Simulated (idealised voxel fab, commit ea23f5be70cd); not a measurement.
The following is a process module called voxel transistor to metal.
The cross-section on display is named cut; it measures 270 nm wide, and its cells are 5 nm squares.
Each cross-section below is a grid of square cells, stated as bands in top-down order, with one or more rows of cells making up each band.
First you get the band's top height and its bottom height, in nm, and then the materials it's made of, left to right, with each width in nm. If you see a single material with "everywhere", that one covers the band edge to edge. "air" is empty space.
The reference from which all heights are counted is 0, the level beneath which the as-received wafer is entirely one material; the lowest band, having no lower bound, proceeds downward and is written after the example "0 -> down".
Top row gets the first number, bottom row gets the second, and each row in between changes by the same step: that is how a band width like "30 to 40" works.
The cross-section has no changed cell in any step marked "identical to before".
Closed empty spaces (no open way to the top) of 8 cells or more are what "Non-vented voids" lists, each as width x height at distance from the left edge, nm for all three.
Formally, on a step line, whatever follows the settings is a remark that the simulator itself makes on the step.
Regarding "overlay nm": on a step with a mask, it is the distance the mask lay to the right of its planned place; a negative value places it to the left.
The process steps that were planned are listed below
1) RECEIVE | material Si
2) OXIDIZE | depth nm 5
3) CONFORMAL_DEP | material SiN | thk nm 15
4) DIRECTIONAL_DEP | material aC | thk nm 10
5) PATTERN | tone cover | mask id ACTIVE | material resist | width nm 105 | pitch nm 125 | thk nm 30 | overlay nm 0
6) DIRECTIONAL_ETCH | etch materials aC | depth nm 10
7) STRIP | etch materials resist
8) DIRECTIONAL_ETCH | etch materials SiN | depth nm 15
9) DIRECTIONAL_ETCH | etch materials SiO2 | depth nm 5
10) DIRECTIONAL_ETCH | etch materials Si | depth nm 30
11) STRIP | etch materials aC
12) FILL_DEP | material SiO2 | thk nm 10
13) CMP | height nm 15
14) SELECTIVE_ETCH | etch materials SiO2 | depth nm 15
15) STRIP | etch materials SiN
16) SELECTIVE_ETCH | etch materials SiO2 | depth nm 5
17) OXIDIZE | depth nm 5
18) DIRECTIONAL_DEP | material polySi | thk nm 20
19) DIRECTIONAL_DEP | material SiCN | thk nm 15
20) MASKED_ETCH | tone cover | mask id GATE | width nm 25 | pitch nm 125 | etch materials SiCN | depth nm 25 | overlay nm 0
21) MASKED_ETCH | tone cover | mask id GATE | width nm 25 | pitch nm 125 | etch materials polySi | depth nm 30 | overlay nm 0
22) CONFORMAL_DEP | material SiO2 | thk nm 5
23) DIRECTIONAL_ETCH | etch materials SiO2 | depth nm 5
24) CONFORMAL_DEP | material SiN | thk nm 5
25) DIRECTIONAL_ETCH | etch materials SiN | depth nm 5
26) DIRECTIONAL_ETCH | etch materials SiO2 | depth nm 5
27) EPI | material nSi | thk nm 5
28) FILL_DEP | material SiO2 | thk nm 10
29) CMP | height nm 30
30) DIRECTIONAL_DEP | material SiO2 | thk nm 15
31) DIRECTIONAL_DEP | material aC | thk nm 15
32) PATTERN | tone open | mask id CONTACT | material resist | width nm 30 | thk nm 35 | overlay nm 0
33) DIRECTIONAL_ETCH | etch materials aC | depth nm 15
34) STRIP | etch materials resist
35) DIRECTIONAL_ETCH | etch materials SiO2 | depth nm 50
36) STRIP | etch materials aC
37) CONFORMAL_DEP | material TiN | thk nm 5
38) FILL_DEP | material Ru | thk nm 10
39) CMP | height nm 45
40) DIRECTIONAL_DEP | material TiN | thk nm 5
41) DIRECTIONAL_DEP | material W | thk nm 25
42) MASKED_ETCH | tone cover | mask id METAL_1 | width nm 20 | etch materials W | depth nm 25 | overlay nm 0
43) MASKED_ETCH | tone cover | mask id METAL_1 | width nm 20 | etch materials TiN | depth nm 5 | overlay nm 0
44) FILL_DEP | material lowk | thk nm 5
45) CMP | height nm 75
46) CONFORMAL_DEP | material SiN | thk nm 5
Shown in cross-section is the wafer as received, that is, as it stands after step 1
  0 -> down | Si everywhere
  Non-vented voids: none
Post-module cross-section: identical start and plan to those above, one misstep in execution
  80 -> 75 | SiN everywhere
  75 -> 50 | 35 nm lowk, then 20 nm W, then 55 nm lowk, then 20 nm W, then 30 nm lowk, then 20 nm W, then 55 nm lowk, then 20 nm W, then 15 nm lowk
  50 -> 45 | 25 nm lowk, then 30 nm TiN, then 45 nm lowk, then 30 nm TiN, then 20 nm lowk, then 30 nm TiN, then 45 nm lowk, then 30 nm TiN, then 15 nm lowk
  45 -> 35 | 25 nm SiO2, then 5 nm TiN, then 20 nm Ru, then 5 nm TiN, then 35 nm SiO2, then 5 nm TiN, then 20 nm Ru, then 5 nm TiN, then 30 nm SiO2, then 5 nm TiN, then 20 nm Ru, then 5 nm TiN, then 35 nm SiO2, then 5 nm TiN, then 20 nm Ru, then 5 nm TiN, then 25 nm SiO2
  35 -> 30 | 25 nm SiO2, then 5 nm TiN, then 15 nm Ru, then 10 nm TiN, then 35 nm SiO2, then 10 nm TiN, then 15 nm Ru, then 5 nm TiN, then 30 nm SiO2, then 5 nm TiN, then 15 nm Ru, then 10 nm TiN, then 35 nm SiO2, then 10 nm TiN, then 15 nm Ru, then 5 nm TiN, then 25 nm SiO2
  30 -> 15 | 25 nm SiO2, then 5 nm TiN, then 15 nm Ru, then 5 nm TiN, then 5 nm SiN, then 5 nm SiO2, then 25 nm SiCN, then 5 nm SiO2, then 5 nm SiN, then 5 nm TiN, then 15 nm Ru, then 5 nm TiN, then 30 nm SiO2, then 5 nm TiN, then 15 nm Ru, then 5 nm TiN, then 5 nm SiN, then 5 nm SiO2, then 25 nm SiCN, then 5 nm SiO2, then 5 nm SiN, then 5 nm TiN, then 15 nm Ru, then 5 nm TiN, then 25 nm SiO2
  15 -> 0 | 25 nm SiO2, then 5 nm TiN, then 15 nm Ru, then 5 nm TiN, then 5 nm SiN, then 5 nm SiO2, then 25 nm polySi, then 5 nm SiO2, then 5 nm SiN, then 5 nm TiN, then 15 nm Ru, then 5 nm TiN, then 30 nm SiO2, then 5 nm TiN, then 15 nm Ru, then 5 nm TiN, then 5 nm SiN, then 5 nm SiO2, then 25 nm polySi, then 5 nm SiO2, then 5 nm SiN, then 5 nm TiN, then 15 nm Ru, then 5 nm TiN, then 25 nm SiO2
  0 -> -5 | 25 nm SiO2, then 25 nm TiN, then 5 nm SiN, then 5 nm SiO2, then 25 nm polySi, then 5 nm SiO2, then 5 nm SiN, then 25 nm TiN, then 30 nm SiO2, then 25 nm TiN, then 5 nm SiN, then 5 nm SiO2, then 25 nm polySi, then 5 nm SiO2, then 5 nm SiN, then 25 nm TiN, then 25 nm SiO2
  -5 -> -10 | 15 nm SiO2, then 35 nm nSi, then 45 nm SiO2, then 35 nm nSi, then 10 nm SiO2, then 35 nm nSi, then 45 nm SiO2, then 35 nm nSi, then 15 nm SiO2
  -10 -> -35 | 20 nm SiO2, then 105 nm Si, then 20 nm SiO2, then 105 nm Si, then 20 nm SiO2
  -35 -> down | Si everywhere
  Non-vented voids: none
So what did we get wrong on this run? step 42, actual vs plan mismatch, actual run MASKED_ETCH | tone cover | mask id METAL_1 | width nm 20 | etch materials W | depth nm 25 | overlay nm 10
